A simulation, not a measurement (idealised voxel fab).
Process module under the name voxel double patterning
We display cut, a cross-section 285 nm in width whose square cells are each 5 nm.
Think of the cross-section as a grid of square cells. We describe it in bands, top to bottom, and each band covers one or more rows of those cells.
Band: top and bottom heights (nm) first, top before bottom; then materials from left to right, widths in nm. "throughout" marks a sole material filling the band edge to edge. "air" denotes empty space.
Note: height 0 marks the level under which the wafer is uniformly one material as received. Lowest band unbounded below, written "0 and below".
Think of "30..40" as a width that walks from the first number to the second as you go down the band, top row to bottom row, taking equal-sized steps from row to row.
No cell of the cross-section changed in a step that is given as "same as before".
Closed empty spaces (no open way to the top) of 8 cells or more are what "Enclosed void inventory" lists, each as width x height at distance from the left edge, nm for all three.
On a step's line, text after the settings is the simulator commenting on that step.
"overlay nm" answers the question of how far to the right of plan the mask lay on a step that has a mask, and when it is negative the answer is to the left.

Planned step list for the process:
- 1: RECEIVE with material Si
- 2: CONFORMAL_DEP with material SiO2, thk nm 5
- 3: DIRECTIONAL_DEP with material W, thk nm 10
- 4: DIRECTIONAL_DEP with material SiCN, thk nm 10
- 5: MASKED_ETCH with tone open, mask id FIRST, width nm 15, pitch nm 50, etch materials SiCN, depth nm 10, overlay nm 0
- 6: DIRECTIONAL_DEP with material aC, thk nm 15
- 7: PATTERN with tone open, mask id SECOND, material resist, width nm 15, thk nm 30, overlay nm 0
- 8: DIRECTIONAL_ETCH with etch materials aC, depth nm 15
- 9: STRIP with etch materials resist
- 10: DIRECTIONAL_ETCH with etch materials SiCN, depth nm 10
- 11: STRIP with etch materials aC
- 12: DIRECTIONAL_ETCH with etch materials W, depth nm 10
- 13: STRIP with etch materials SiCN

Cross-section of the wafer upon arrival, representing the state reached after step 1:
0 and below | Si throughout
Enclosed void inventory: none

Here's the wafer cut in cross-section after the module, started and planned just like above, except one thing was done wrong in the run:
15 down to 10 | SiO2 throughout
10 down to 0 | W throughout
0 and below | Si throughout
Enclosed void inventory: none
Deviation from plan: sequence error: steps 2 and 3 interchanged
